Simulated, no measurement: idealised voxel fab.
process module | voxel double patterning
cross-section cut | 250 nm wide | cells 5 nm
A cross-section is a grid of square cells, given in bands from the top down. A band is one or more rows of cells.
Each band's line starts with the height of the band's top and of its bottom, in nm. Then come its materials from left to right, each with its width in nm. One material with "throughout" fills the band from edge to edge. "air" is empty space.
Height 0 is the level under which the wafer as received is all one material. The lowest band goes on downwards, as in "0 down".
A width such as "30 to 40" changes by the same amount from each row of cells to the next, from the band's top row to its bottom row.
"no change" after a step means that no cell of the cross-section changed.
closed voids: empty space of 8 cells or more with no open way to the top, each as width x height at its distance from the left edge, in nm
after a step's settings: what the simulator itself notes on the step
overlay nm, on a step with a mask: how far to the right of its planned place the mask lay; to the left if negative
plan
1 op RECEIVE | material Si
2 op CONFORMAL_DEP | material SiN | thk nm 5
3 op DIRECTIONAL_DEP | material SiO2 | thk nm 20
4 op DIRECTIONAL_DEP | material SiCN | thk nm 10
5 op DIRECTIONAL_DEP | material aC | thk nm 5
6 op PATTERN | tone open | mask id FIRST | material resist | width nm 15 | pitch nm 50 | thk nm 35 | overlay nm 0
7 op DIRECTIONAL_ETCH | etch materials aC | depth nm 15
8 op STRIP | etch materials resist
9 op DIRECTIONAL_ETCH | etch materials SiCN | depth nm 10
10 op STRIP | etch materials aC
11 op MASKED_ETCH | tone open | mask id SECOND | width nm 15 | etch materials SiCN | depth nm 10 | overlay nm 0
12 op DIRECTIONAL_ETCH | etch materials SiO2 | depth nm 20
13 op STRIP | etch materials SiCN
varied across the wafers: thk nm of step 5. The plan shows the first wafer's value. All wafers start alike
first wafer as received, after step 1
  0 down: Si throughout
  closed voids: none
each wafer at the end: cells of each material gained (+) or lost (-) since it was received, then its closed voids
thk nm 5 | +50 SiN | +164 SiO2 | closed voids: none
thk nm 10 | +50 SiN | +164 SiO2 | closed voids: none
thk nm 15 | +50 SiN | +164 SiO2 | closed voids: none
thk nm 20 | +50 SiN | +188 SiO2 | closed voids: none
thk nm 25 | +50 SiN | +188 SiO2 | closed voids: none
thk nm 30 | +50 SiN | +188 SiO2 | closed voids: none
